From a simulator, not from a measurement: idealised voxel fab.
The process module presented herein is designated voxel transistor to metal.
cross-section cut | 210 nm wide | cells 5 nm
When this document writes out a cross-section, it uses a grid of square cells and lists it as bands, beginning at the top and moving down, with a band standing for one or more rows of cells. Read a band's entry like this: the first values are the height of its top and the height of its bottom in nm, and what follows is the sequence of materials from left to right, each with its width in nm. Note that "empty" is empty space, and that a single material marked "edge to edge" reaches across the band from edge to edge. It should be noted that heights are counted from 0, beneath which the wafer as supplied is of one material throughout, and that the lowest band possesses no lower boundary but continues downward, as written in "from 0 down". Width: "30..40" (first number = top row, second number = bottom row, same change from row to row of cells). No cell of the cross-section changed in a step that is given as "no change occurred". Voids not open to the top, 8 cells minimum: see "Non-vented voids". Written width x height at distance; distance is from the left edge; nm. It should be noted that, on the line of a given step, the content following the step's settings is a remark produced by the simulator itself with respect to that step. "overlay nm" denotes, for a step that has a mask, the displacement of the mask to the right of its planned place, with negative values corresponding to the left.

**Process steps foreseen in the plan**
1. op RECEIVE | material Si
2. op CONFORMAL_DEP | material SiO2 | thk nm 5
3. op CONFORMAL_DEP | material SiN | thk nm 10
4. op MASKED_ETCH | tone cover | mask id ACTIVE | width nm 110 | etch materials SiN | depth nm 10 | overlay nm 0
5. op MASKED_ETCH | tone cover | mask id ACTIVE | width nm 110 | etch materials SiO2 | depth nm 5 | overlay nm 0
6. op MASKED_ETCH | tone cover | mask id ACTIVE | width nm 110 | etch materials Si | depth nm 25 | overlay nm 0
7. op FILL_DEP | material SiO2 | thk nm 10
8. op CMP | height nm 15
9. op SELECTIVE_ETCH | etch materials SiO2 | depth nm 5
10. op STRIP | etch materials SiN
11. op SELECTIVE_ETCH | etch materials SiO2 | depth nm 5
12. op OXIDIZE | depth nm 5
13. op DIRECTIONAL_DEP | material polySi | thk nm 25
14. op DIRECTIONAL_DEP | material SiCN | thk nm 15
15. op MASKED_ETCH | tone cover | mask id GATE | width nm 30 | etch materials SiCN | depth nm 25 | overlay nm 0
16. op MASKED_ETCH | tone cover | mask id GATE | width nm 30 | etch materials polySi | depth nm 35 | overlay nm 0
17. op CONFORMAL_DEP | material SiN | thk nm 5
18. op DIRECTIONAL_ETCH | etch materials SiN | depth nm 5
19. op DIRECTIONAL_ETCH | etch materials SiO2 | depth nm 5
20. op DIRECTIONAL_ETCH | etch materials Si | depth nm 15
21. op EPI | material pSi | thk nm 15
22. op FILL_DEP | material SiO2 | thk nm 5
23. op CMP | height nm 25
24. op STRIP | etch materials polySi
25. op SELECTIVE_ETCH | etch materials SiO2 | depth nm 5
26. op CONFORMAL_DEP | material HfO2 | thk nm 5
27. op CONFORMAL_DEP | material TiN | thk nm 5
28. op FILL_DEP | material W | thk nm 5
29. op CMP | height nm 20
30. op DIRECTIONAL_DEP | material SiO2 | thk nm 15
31. op DIRECTIONAL_DEP | material aC | thk nm 15
32. op PATTERN | tone open | mask id CONTACT | material resist | width nm 15 | pitch nm 75 | thk nm 35 | overlay nm 0
33. op DIRECTIONAL_ETCH | etch materials aC | depth nm 15
34. op STRIP | etch materials resist
35. op DIRECTIONAL_ETCH | etch materials SiO2 | depth nm 40
36. op STRIP | etch materials aC
37. op CONFORMAL_DEP | material TiN | thk nm 5
38. op FILL_DEP | material Ru | thk nm 10
39. op CMP | height nm 35
40. op CONFORMAL_DEP | material SiCN | thk nm 5
41. op DIRECTIONAL_DEP | material lowk | thk nm 25
42. op MASKED_ETCH | tone open | mask id METAL_1 | width nm 15 | pitch nm 75 | etch materials lowk | depth nm 25 | overlay nm 0
43. op MASKED_ETCH | tone open | mask id METAL_1 | width nm 15 | pitch nm 75 | etch materials SiCN | depth nm 5 | overlay nm 0
44. op CONFORMAL_DEP | material TiN | thk nm 5
45. op FILL_DEP | material Cu | thk nm 10
46. op CMP | height nm 65
47. op CONFORMAL_DEP | material SiN | thk nm 5

**first wafer, as planned**

**Here's what the wafer looked like in cross-section when it arrived - that's after step 1**
	from 0 down: Si edge to edge
	Non-vented voids: none

**Sectional view: wafer, after step 2**
	from 5 to 0: SiO2 edge to edge
	Below 0 it's all the same as before, nothing changed down there.

**Sectional view: wafer, after step 3**
	from 15 to 5: SiN edge to edge
	Below 5 it's all the same as before, nothing changed down there.

**Sectional view: wafer, after step 4**
	from 15 to 5: empty 50; SiN 110; empty 50
	Below 5 it's all the same as before, nothing changed down there.

**Sectional view: wafer, after step 5**
	from 15 to 5: empty 50; SiN 110; empty 50
	from 5 to 0: empty 50; SiO2 110; empty 50
	Below 0 it's all the same as before, nothing changed down there.

**Sectional view: wafer, after step 6**
	from 15 to 5: empty 50; SiN 110; empty 50
	from 5 to 0: empty 50; SiO2 110; empty 50
	from 0 to -25: empty 50; Si 110; empty 50
	Below -25 it's all the same as before, nothing changed down there.

**Sectional view: wafer, after step 7**
	from 25 to 15: SiO2 edge to edge
	from 15 to 5: SiO2 50; SiN 110; SiO2 50
	from 5 to 0: SiO2 edge to edge
	from 0 to -25: SiO2 50; Si 110; SiO2 50
	Below -25 it's all the same as before, nothing changed down there.

**Sectional view: wafer, after step 8**
	from 15 to 5: SiO2 50; SiN 110; SiO2 50
	Below 5 it's all the same as before, nothing changed down there.

**Sectional view: wafer, after step 9**
	from 15 to 10: empty 50; SiN 110; empty 50
	Below 10 it's all the same as before, nothing changed down there.

**Sectional view: wafer, after step 10**
	from 10 to 5: SiO2 50; empty 110; SiO2 50
	Below 5 it's all the same as before, nothing changed down there.

**Sectional view: wafer, after step 11**
	from 5 to 0: SiO2 45; empty 120; SiO2 45
	Below 0 it's all the same as before, nothing changed down there.

**Sectional view: wafer, after step 12**
	from 5 to 0: SiO2 45; empty 120; SiO2 45
	from 0 to -5: SiO2 edge to edge
	Below -5 it's all the same as before, nothing changed down there.

**Sectional view: wafer, after step 13**
	from 30 to 25: polySi 45; empty 120; polySi 45
	from 25 to 5: polySi edge to edge
	from 5 to 0: SiO2 45; polySi 120; SiO2 45
	Below 0 it's all the same as before, nothing changed down there.

**Sectional view: wafer, after step 14**
	from 45 to 40: SiCN 45; empty 120; SiCN 45
	from 40 to 30: SiCN edge to edge
	from 30 to 25: polySi 45; SiCN 120; polySi 45
	Below 25 it's all the same as before, nothing changed down there.

**Sectional view: wafer, after step 15**
	from 40 to 30: empty 90; SiCN 30; empty 90
	from 30 to 25: polySi 45; empty 45; SiCN 30; empty 45; polySi 45
	Below 25 it's all the same as before, nothing changed down there.

**Sectional view: wafer, after step 16**
	from 40 to 25: empty 90; SiCN 30; empty 90
	from 25 to 5: empty 90; polySi 30; empty 90
	from 5 to 0: SiO2 45; empty 45; polySi 30; empty 45; SiO2 45
	Below 0 it's all the same as before, nothing changed down there.

**Sectional view: wafer, after step 17**
	from 45 to 40: empty 85; SiN 40; empty 85
	from 40 to 25: empty 85; SiN 5; SiCN 30; SiN 5; empty 85
	from 25 to 10: empty 85; SiN 5; polySi 30; SiN 5; empty 85
	from 10 to 5: SiN 50; empty 35; SiN 5; polySi 30; SiN 5; empty 35; SiN 50
	from 5 to 0: SiO2 45; SiN 45; polySi 30; SiN 45; SiO2 45
	Below 0 it's all the same as before, nothing changed down there.

**Sectional view: wafer, after step 18**
	from 40 to 25: empty 85; SiN 5; SiCN 30; SiN 5; empty 85
	from 25 to 5: empty 85; SiN 5; polySi 30; SiN 5; empty 85
	from 5 to 0: SiO2 45; SiN 5; empty 35; SiN 5; polySi 30; SiN 5; empty 35; SiN 5; SiO2 45
	Below 0 it's all the same as before, nothing changed down there.

**Sectional view: wafer, after step 19**
	from 40 to 25: empty 85; SiN 5; SiCN 30; SiN 5; empty 85
	from 25 to 5: empty 85; SiN 5; polySi 30; SiN 5; empty 85
	from 5 to 0: empty 45; SiN 5; empty 35; SiN 5; polySi 30; SiN 5; empty 35; SiN 5; empty 45
	from 0 to -5: SiO2 50; empty 35; SiO2 40; empty 35; SiO2 50
	Below -5 it's all the same as before, nothing changed down there.

**Sectional view: wafer, after step 20**
	from 40 to 25: empty 85; SiN 5; SiCN 30; SiN 5; empty 85
	from 25 to 5: empty 85; SiN 5; polySi 30; SiN 5; empty 85
	from 5 to 0: empty 45; SiN 5; empty 35; SiN 5; polySi 30; SiN 5; empty 35; SiN 5; empty 45
	from 0 to -5: SiO2 50; empty 35; SiO2 40; empty 35; SiO2 50
	from -5 to -20: SiO2 50; empty 35; Si 40; empty 35; SiO2 50
	Below -20 it's all the same as before, nothing changed down there.

**Sectional view: wafer, after step 21**
	from 40 to 25: empty 85; SiN 5; SiCN 30; SiN 5; empty 85
	from 25 to 10: empty 85; SiN 5; polySi 30; SiN 5; empty 85
	from 10 to 5: empty 70; pSi 15; SiN 5; polySi 30; SiN 5; pSi 15; empty 70
	from 5 to 0: empty 45; SiN 5; empty 20; pSi 15; SiN 5; polySi 30; SiN 5; pSi 15; empty 20; SiN 5; empty 45
	from 0 to -5: SiO2 50; empty 20; pSi 15; SiO2 40; pSi 15; empty 20; SiO2 50
	from -5 to -20: SiO2 50; pSi 35; Si 40; pSi 35; SiO2 50
	Below -20 it's all the same as before, nothing changed down there.

**Sectional view: wafer, after step 22**
	from 45 to 40: SiO2 edge to edge
	from 40 to 25: SiO2 85; SiN 5; SiCN 30; SiN 5; SiO2 85
	from 25 to 10: SiO2 85; SiN 5; polySi 30; SiN 5; SiO2 85
	from 10 to 5: SiO2 70; pSi 15; SiN 5; polySi 30; SiN 5; pSi 15; SiO2 70
	from 5 to 0: SiO2 45; SiN 5; SiO2 20; pSi 15; SiN 5; polySi 30; SiN 5; pSi 15; SiO2 20; SiN 5; SiO2 45
	from 0 to -5: SiO2 70; pSi 15; SiO2 40; pSi 15; SiO2 70
	Below -5 it's all the same as before, nothing changed down there.

**Sectional view: wafer, after step 23**
	from 25 to 10: SiO2 85; SiN 5; polySi 30; SiN 5; SiO2 85
	Below 10 it's all the same as before, nothing changed down there.

**Sectional view: wafer, after step 24**
	from 25 to 10: SiO2 85; SiN 5; empty 30; SiN 5; SiO2 85
	from 10 to 5: SiO2 70; pSi 15; SiN 5; empty 30; SiN 5; pSi 15; SiO2 70
	from 5 to 0: SiO2 45; SiN 5; SiO2 20; pSi 15; SiN 5; empty 30; SiN 5; pSi 15; SiO2 20; SiN 5; SiO2 45
	Below 0 it's all the same as before, nothing changed down there.

**Sectional view: wafer, after step 25**
	from 25 to 20: empty 85; SiN 5; empty 30; SiN 5; empty 85
	from 20 to 10: SiO2 85; SiN 5; empty 30; SiN 5; SiO2 85
	from 10 to 5: SiO2 70; pSi 15; SiN 5; empty 30; SiN 5; pSi 15; SiO2 70
	from 5 to 0: SiO2 45; SiN 5; SiO2 20; pSi 15; SiN 5; empty 30; SiN 5; pSi 15; SiO2 20; SiN 5; SiO2 45
	from 0 to -5: SiO2 70; pSi 15; empty 40; pSi 15; SiO2 70
	Below -5 it's all the same as before, nothing changed down there.

**Sectional view: wafer, after step 26**
	from 30 to 25: empty 80; HfO2 15; empty 20; HfO2 15; empty 80
	from 25 to 20: HfO2 85; SiN 5; HfO2 5; empty 20; HfO2 5; SiN 5; HfO2 85
	from 20 to 10: SiO2 85; SiN 5; HfO2 5; empty 20; HfO2 5; SiN 5; SiO2 85
	from 10 to 5: SiO2 70; pSi 15; SiN 5; HfO2 5; empty 20; HfO2 5; SiN 5; pSi 15; SiO2 70
	from 5 to 0: SiO2 45; SiN 5; SiO2 20; pSi 15; SiN 5; HfO2 5; empty 20; HfO2 5; SiN 5; pSi 15; SiO2 20; SiN 5; SiO2 45
	from 0 to -5: SiO2 70; pSi 15; HfO2 40; pSi 15; SiO2 70
	Below -5 it's all the same as before, nothing changed down there.

**Sectional view: wafer, after step 27**
	from 35 to 30: empty 75; TiN 25; empty 10; TiN 25; empty 75
	from 30 to 25: TiN 80; HfO2 15; TiN 5; empty 10; TiN 5; HfO2 15; TiN 80
	from 25 to 20: HfO2 85; SiN 5; HfO2 5; TiN 5; empty 10; TiN 5; HfO2 5; SiN 5; HfO2 85
	from 20 to 10: SiO2 85; SiN 5; HfO2 5; TiN 5; empty 10; TiN 5; HfO2 5; SiN 5; SiO2 85
	from 10 to 5: SiO2 70; pSi 15; SiN 5; HfO2 5; TiN 5; empty 10; TiN 5; HfO2 5; SiN 5; pSi 15; SiO2 70
	from 5 to 0: SiO2 45; SiN 5; SiO2 20; pSi 15; SiN 5; HfO2 5; TiN 20; HfO2 5; SiN 5; pSi 15; SiO2 20; SiN 5; SiO2 45
	Below 0 it's all the same as before, nothing changed down there.

**Sectional view: wafer, after step 28**
	from 40 to 35: W edge to edge
	from 35 to 30: W 75; TiN 25; W 10; TiN 25; W 75
	from 30 to 25: TiN 80; HfO2 15; TiN 5; W 10; TiN 5; HfO2 15; TiN 80
	from 25 to 20: HfO2 85; SiN 5; HfO2 5; TiN 5; W 10; TiN 5; HfO2 5; SiN 5; HfO2 85
	from 20 to 10: SiO2 85; SiN 5; HfO2 5; TiN 5; W 10; TiN 5; HfO2 5; SiN 5; SiO2 85
	from 10 to 5: SiO2 70; pSi 15; SiN 5; HfO2 5; TiN 5; W 10; TiN 5; HfO2 5; SiN 5; pSi 15; SiO2 70
	Below 5 it's all the same as before, nothing changed down there.

**Sectional view: wafer, after step 29**
	from 20 to 10: SiO2 85; SiN 5; HfO2 5; TiN 5; W 10; TiN 5; HfO2 5; SiN 5; SiO2 85
	Below 10 it's all the same as before, nothing changed down there.

**Sectional view: wafer, after step 30**
	from 35 to 20: SiO2 edge to edge
	Below 20 it's all the same as before, nothing changed down there.

**Sectional view: wafer, after step 31**
	from 50 to 35: aC edge to edge
	Below 35 it's all the same as before, nothing changed down there.

**Sectional view: wafer, after step 32**
	from 85 to 50: resist 60; empty 15; resist 60; empty 15; resist 60
	Below 50 it's all the same as before, nothing changed down there.

**Sectional view: wafer, after step 33**
	from 70 to 50: resist 60; empty 15; resist 60; empty 15; resist 60
	from 50 to 35: aC 60; empty 15; aC 60; empty 15; aC 60
	Below 35 it's all the same as before, nothing changed down there.

**Sectional view: wafer, after step 34**
	from 50 to 35: aC 60; empty 15; aC 60; empty 15; aC 60
	Below 35 it's all the same as before, nothing changed down there.

**Sectional view: wafer, after step 35**
	from 50 to 35: aC 60; empty 15; aC 60; empty 15; aC 60
	from 35 to 20: SiO2 60; empty 15; SiO2 60; empty 15; SiO2 60
	from 20 to 10: SiO2 60; empty 15; SiO2 10; SiN 5; HfO2 5; TiN 5; W 10; TiN 5; HfO2 5; SiN 5; SiO2 10; empty 15; SiO2 60
	from 10 to 5: SiO2 60; empty 10; pSi 15; SiN 5; HfO2 5; TiN 5; W 10; TiN 5; HfO2 5; SiN 5; pSi 15; empty 10; SiO2 60
	from 5 to 0: SiO2 45; SiN 5; SiO2 10; empty 10; pSi 15; SiN 5; HfO2 5; TiN 20; HfO2 5; SiN 5; pSi 15; empty 10; SiO2 10; SiN 5; SiO2 45
	from 0 to -5: SiO2 60; empty 10; pSi 15; HfO2 40; pSi 15; empty 10; SiO2 60
	Below -5 it's all the same as before, nothing changed down there.

**Sectional view: wafer, after step 36**
	from 35 to 20: SiO2 60; empty 15; SiO2 60; empty 15; SiO2 60
	Below 20 it's all the same as before, nothing changed down there.

**Sectional view: wafer, after step 37**
	from 40 to 35: TiN 65; empty 5; TiN 70; empty 5; TiN 65
	from 35 to 20: SiO2 60; TiN 5; empty 5; TiN 5; SiO2 60; TiN 5; empty 5; TiN 5; SiO2 60
	from 20 to 15: SiO2 60; TiN 5; empty 5; TiN 5; SiO2 10; SiN 5; HfO2 5; TiN 5; W 10; TiN 5; HfO2 5; SiN 5; SiO2 10; TiN 5; empty 5; TiN 5; SiO2 60
	from 15 to 10: SiO2 60; TiN 15; SiO2 10; SiN 5; HfO2 5; TiN 5; W 10; TiN 5; HfO2 5; SiN 5; SiO2 10; TiN 15; SiO2 60
	from 10 to 5: SiO2 60; TiN 10; pSi 15; SiN 5; HfO2 5; TiN 5; W 10; TiN 5; HfO2 5; SiN 5; pSi 15; TiN 10; SiO2 60
	from 5 to 0: SiO2 45; SiN 5; SiO2 10; TiN 10; pSi 15; SiN 5; HfO2 5; TiN 20; HfO2 5; SiN 5; pSi 15; TiN 10; SiO2 10; SiN 5; SiO2 45
	from 0 to -5: SiO2 60; TiN 10; pSi 15; HfO2 40; pSi 15; TiN 10; SiO2 60
	Below -5 it's all the same as before, nothing changed down there.

**Sectional view: wafer, after step 38**
	from 50 to 40: Ru edge to edge
	from 40 to 35: TiN 65; Ru 5; TiN 70; Ru 5; TiN 65
	from 35 to 20: SiO2 60; TiN 5; Ru 5; TiN 5; SiO2 60; TiN 5; Ru 5; TiN 5; SiO2 60
	from 20 to 15: SiO2 60; TiN 5; Ru 5; TiN 5; SiO2 10; SiN 5; HfO2 5; TiN 5; W 10; TiN 5; HfO2 5; SiN 5; SiO2 10; TiN 5; Ru 5; TiN 5; SiO2 60
	Below 15 it's all the same as before, nothing changed down there.

**Sectional view: wafer, after step 39**
	from 35 to 20: SiO2 60; TiN 5; Ru 5; TiN 5; SiO2 60; TiN 5; Ru 5; TiN 5; SiO2 60
	Below 20 it's all the same as before, nothing changed down there.

**Sectional view: wafer, after step 40**
	from 40 to 35: SiCN edge to edge
	Below 35 it's all the same as before, nothing changed down there.

**Sectional view: wafer, after step 41**
	from 65 to 40: lowk edge to edge
	Below 40 it's all the same as before, nothing changed down there.

**Sectional view: wafer, after step 42**
	from 65 to 40: lowk 60; empty 15; lowk 60; empty 15; lowk 60
	Below 40 it's all the same as before, nothing changed down there.

**Sectional view: wafer, after step 43**
	from 65 to 40: lowk 60; empty 15; lowk 60; empty 15; lowk 60
	from 40 to 35: SiCN 60; empty 15; SiCN 60; empty 15; SiCN 60
	Below 35 it's all the same as before, nothing changed down there.

**Sectional view: wafer, after step 44**
	from 70 to 65: TiN 65; empty 5; TiN 70; empty 5; TiN 65
	from 65 to 40: lowk 60; TiN 5; empty 5; TiN 5; lowk 60; TiN 5; empty 5; TiN 5; lowk 60
	from 40 to 35: SiCN 60; TiN 15; SiCN 60; TiN 15; SiCN 60
	Below 35 it's all the same as before, nothing changed down there.

**Sectional view: wafer, after step 45**
	from 80 to 70: Cu edge to edge
	from 70 to 65: TiN 65; Cu 5; TiN 70; Cu 5; TiN 65
	from 65 to 40: lowk 60; TiN 5; Cu 5; TiN 5; lowk 60; TiN 5; Cu 5; TiN 5; lowk 60
	Below 40 it's all the same as before, nothing changed down there.

**Sectional view: wafer, after step 46**
	from 65 to 40: lowk 60; TiN 5; Cu 5; TiN 5; lowk 60; TiN 5; Cu 5; TiN 5; lowk 60
	Below 40 it's all the same as before, nothing changed down there.

**Sectional view: wafer, after step 47**
	from 70 to 65: SiN edge to edge
	Below 65 it's all the same as before, nothing changed down there.

**For the second wafer, take the first wafer's start and plan, then add one mistake made in running it; everything through step 16, that step included, is shared with the first**

**Second wafer, cross-section, planned end of step 17**
	from 45 to 40: empty 85; lowk 40; empty 85
	from 40 to 25: empty 85; lowk 5; SiCN 30; lowk 5; empty 85
	from 25 to 10: empty 85; lowk 5; polySi 30; lowk 5; empty 85
	from 10 to 5: lowk 50; empty 35; lowk 5; polySi 30; lowk 5; empty 35; lowk 50
	from 5 to 0: SiO2 45; lowk 45; polySi 30; lowk 45; SiO2 45
	Below 0 it's all the same as before, nothing changed down there.

Second wafer, cross-section, planned end of step 18: no change occurred

Second wafer, cross-section, planned end of step 19: no change occurred

Second wafer, cross-section, planned end of step 20: no change occurred

Second wafer, cross-section, planned end of step 21: no change occurred

**Second wafer, cross-section, planned end of step 22**
	from 50 to 45: SiO2 edge to edge
	from 45 to 40: SiO2 85; lowk 40; SiO2 85
	from 40 to 25: SiO2 85; lowk 5; SiCN 30; lowk 5; SiO2 85
	from 25 to 10: SiO2 85; lowk 5; polySi 30; lowk 5; SiO2 85
	from 10 to 5: lowk 50; SiO2 35; lowk 5; polySi 30; lowk 5; SiO2 35; lowk 50
	Below 5 it's all the same as before, nothing changed down there.

**Second wafer, cross-section, planned end of step 23**
	from 25 to 10: SiO2 85; lowk 5; polySi 30; lowk 5; SiO2 85
	Below 10 it's all the same as before, nothing changed down there.

**Second wafer, cross-section, planned end of step 24**
	from 25 to 10: SiO2 85; lowk 5; empty 30; lowk 5; SiO2 85
	from 10 to 5: lowk 50; SiO2 35; lowk 5; empty 30; lowk 5; SiO2 35; lowk 50
	from 5 to 0: SiO2 45; lowk 45; empty 30; lowk 45; SiO2 45
	Below 0 it's all the same as before, nothing changed down there.

**Second wafer, cross-section, planned end of step 25**
	from 25 to 20: empty 85; lowk 5; empty 30; lowk 5; empty 85
	from 20 to 10: SiO2 85; lowk 5; empty 30; lowk 5; SiO2 85
	from 10 to 5: lowk 50; SiO2 35; lowk 5; empty 30; lowk 5; SiO2 35; lowk 50
	from 5 to 0: SiO2 45; lowk 45; empty 30; lowk 45; SiO2 45
	from 0 to -5: SiO2 85; empty 40; SiO2 85
	Below -5 it's all the same as before, nothing changed down there.

**Second wafer, cross-section, planned end of step 26**
	from 30 to 25: empty 80; HfO2 15; empty 20; HfO2 15; empty 80
	from 25 to 20: HfO2 85; lowk 5; HfO2 5; empty 20; HfO2 5; lowk 5; HfO2 85
	from 20 to 10: SiO2 85; lowk 5; HfO2 5; empty 20; HfO2 5; lowk 5; SiO2 85
	from 10 to 5: lowk 50; SiO2 35; lowk 5; HfO2 5; empty 20; HfO2 5; lowk 5; SiO2 35; lowk 50
	from 5 to 0: SiO2 45; lowk 45; HfO2 5; empty 20; HfO2 5; lowk 45; SiO2 45
	from 0 to -5: SiO2 85; HfO2 40; SiO2 85
	Below -5 it's all the same as before, nothing changed down there.

**Second wafer, cross-section, planned end of step 27**
	from 35 to 30: empty 75; TiN 25; empty 10; TiN 25; empty 75
	from 30 to 25: TiN 80; HfO2 15; TiN 5; empty 10; TiN 5; HfO2 15; TiN 80
	from 25 to 20: HfO2 85; lowk 5; HfO2 5; TiN 5; empty 10; TiN 5; HfO2 5; lowk 5; HfO2 85
	from 20 to 10: SiO2 85; lowk 5; HfO2 5; TiN 5; empty 10; TiN 5; HfO2 5; lowk 5; SiO2 85
	from 10 to 5: lowk 50; SiO2 35; lowk 5; HfO2 5; TiN 5; empty 10; TiN 5; HfO2 5; lowk 5; SiO2 35; lowk 50
	from 5 to 0: SiO2 45; lowk 45; HfO2 5; TiN 20; HfO2 5; lowk 45; SiO2 45
	Below 0 it's all the same as before, nothing changed down there.

**Second wafer, cross-section, planned end of step 28**
	from 40 to 35: W edge to edge
	from 35 to 30: W 75; TiN 25; W 10; TiN 25; W 75
	from 30 to 25: TiN 80; HfO2 15; TiN 5; W 10; TiN 5; HfO2 15; TiN 80
	from 25 to 20: HfO2 85; lowk 5; HfO2 5; TiN 5; W 10; TiN 5; HfO2 5; lowk 5; HfO2 85
	from 20 to 10: SiO2 85; lowk 5; HfO2 5; TiN 5; W 10; TiN 5; HfO2 5; lowk 5; SiO2 85
	from 10 to 5: lowk 50; SiO2 35; lowk 5; HfO2 5; TiN 5; W 10; TiN 5; HfO2 5; lowk 5; SiO2 35; lowk 50
	Below 5 it's all the same as before, nothing changed down there.

**Second wafer, cross-section, planned end of step 29**
	from 20 to 10: SiO2 85; lowk 5; HfO2 5; TiN 5; W 10; TiN 5; HfO2 5; lowk 5; SiO2 85
	Below 10 it's all the same as before, nothing changed down there.

**Second wafer, cross-section, planned end of step 30**
	from 35 to 20: SiO2 edge to edge
	Below 20 it's all the same as before, nothing changed down there.

**Second wafer, cross-section, planned end of step 31**
	from 50 to 35: aC edge to edge
	Below 35 it's all the same as before, nothing changed down there.

**Second wafer, cross-section, planned end of step 32**
	from 85 to 50: resist 60; empty 15; resist 60; empty 15; resist 60
	Below 50 it's all the same as before, nothing changed down there.

**Second wafer, cross-section, planned end of step 33**
	from 70 to 50: resist 60; empty 15; resist 60; empty 15; resist 60
	from 50 to 35: aC 60; empty 15; aC 60; empty 15; aC 60
	Below 35 it's all the same as before, nothing changed down there.

**Second wafer, cross-section, planned end of step 34**
	from 50 to 35: aC 60; empty 15; aC 60; empty 15; aC 60
	Below 35 it's all the same as before, nothing changed down there.

**Second wafer, cross-section, planned end of step 35**
	from 50 to 35: aC 60; empty 15; aC 60; empty 15; aC 60
	from 35 to 20: SiO2 60; empty 15; SiO2 60; empty 15; SiO2 60
	from 20 to 10: SiO2 60; empty 15; SiO2 10; lowk 5; HfO2 5; TiN 5; W 10; TiN 5; HfO2 5; lowk 5; SiO2 10; empty 15; SiO2 60
	from 10 to 5: lowk 50; SiO2 10; empty 15; SiO2 10; lowk 5; HfO2 5; TiN 5; W 10; TiN 5; HfO2 5; lowk 5; SiO2 10; empty 15; SiO2 10; lowk 50
	Below 5 it's all the same as before, nothing changed down there.

**Second wafer, cross-section, planned end of step 36**
	from 35 to 20: SiO2 60; empty 15; SiO2 60; empty 15; SiO2 60
	Below 20 it's all the same as before, nothing changed down there.

**Second wafer, cross-section, planned end of step 37**
	from 40 to 35: TiN 65; empty 5; TiN 70; empty 5; TiN 65
	from 35 to 20: SiO2 60; TiN 5; empty 5; TiN 5; SiO2 60; TiN 5; empty 5; TiN 5; SiO2 60
	from 20 to 10: SiO2 60; TiN 5; empty 5; TiN 5; SiO2 10; lowk 5; HfO2 5; TiN 5; W 10; TiN 5; HfO2 5; lowk 5; SiO2 10; TiN 5; empty 5; TiN 5; SiO2 60
	from 10 to 5: lowk 50; SiO2 10; TiN 15; SiO2 10; lowk 5; HfO2 5; TiN 5; W 10; TiN 5; HfO2 5; lowk 5; SiO2 10; TiN 15; SiO2 10; lowk 50
	Below 5 it's all the same as before, nothing changed down there.

**Second wafer, cross-section, planned end of step 38**
	from 50 to 40: Ru edge to edge
	from 40 to 35: TiN 65; Ru 5; TiN 70; Ru 5; TiN 65
	from 35 to 20: SiO2 60; TiN 5; Ru 5; TiN 5; SiO2 60; TiN 5; Ru 5; TiN 5; SiO2 60
	from 20 to 10: SiO2 60; TiN 5; Ru 5; TiN 5; SiO2 10; lowk 5; HfO2 5; TiN 5; W 10; TiN 5; HfO2 5; lowk 5; SiO2 10; TiN 5; Ru 5; TiN 5; SiO2 60
	Below 10 it's all the same as before, nothing changed down there.

**Second wafer, cross-section, planned end of step 39**
	from 35 to 20: SiO2 60; TiN 5; Ru 5; TiN 5; SiO2 60; TiN 5; Ru 5; TiN 5; SiO2 60
	Below 20 it's all the same as before, nothing changed down there.

**Second wafer, cross-section, planned end of step 40**
	from 40 to 35: SiCN edge to edge
	Below 35 it's all the same as before, nothing changed down there.

**Second wafer, cross-section, planned end of step 41**
	from 65 to 40: lowk edge to edge
	Below 40 it's all the same as before, nothing changed down there.

**Second wafer, cross-section, planned end of step 42**
	from 65 to 40: lowk 60; empty 15; lowk 60; empty 15; lowk 60
	Below 40 it's all the same as before, nothing changed down there.

**Second wafer, cross-section, planned end of step 43**
	from 65 to 40: lowk 60; empty 15; lowk 60; empty 15; lowk 60
	from 40 to 35: SiCN 60; empty 15; SiCN 60; empty 15; SiCN 60
	Below 35 it's all the same as before, nothing changed down there.

**Second wafer, cross-section, planned end of step 44**
	from 70 to 65: TiN 65; empty 5; TiN 70; empty 5; TiN 65
	from 65 to 40: lowk 60; TiN 5; empty 5; TiN 5; lowk 60; TiN 5; empty 5; TiN 5; lowk 60
	from 40 to 35: SiCN 60; TiN 15; SiCN 60; TiN 15; SiCN 60
	Below 35 it's all the same as before, nothing changed down there.

**Second wafer, cross-section, planned end of step 45**
	from 80 to 70: Cu edge to edge
	from 70 to 65: TiN 65; Cu 5; TiN 70; Cu 5; TiN 65
	from 65 to 40: lowk 60; TiN 5; Cu 5; TiN 5; lowk 60; TiN 5; Cu 5; TiN 5; lowk 60
	Below 40 it's all the same as before, nothing changed down there.

**Second wafer, cross-section, planned end of step 46**
	from 65 to 40: lowk 60; TiN 5; Cu 5; TiN 5; lowk 60; TiN 5; Cu 5; TiN 5; lowk 60
	Below 40 it's all the same as before, nothing changed down there.

**Second wafer, cross-section, planned end of step 47**
	from 70 to 65: SiN edge to edge
	Below 65 it's all the same as before, nothing changed down there.
Processing error: step 17 ran differently from the plan; actual operation with settings: op CONFORMAL_DEP | material lowk | thk nm 5
Bottom line after processing is that, in cells, the second wafer is up or down on some materials versus the first: Ru: 2 more | Si: 42 more | SiN: 10 fewer | SiO2: 10 fewer | TiN: 8 fewer | lowk: 44 more | pSi: 60 fewer
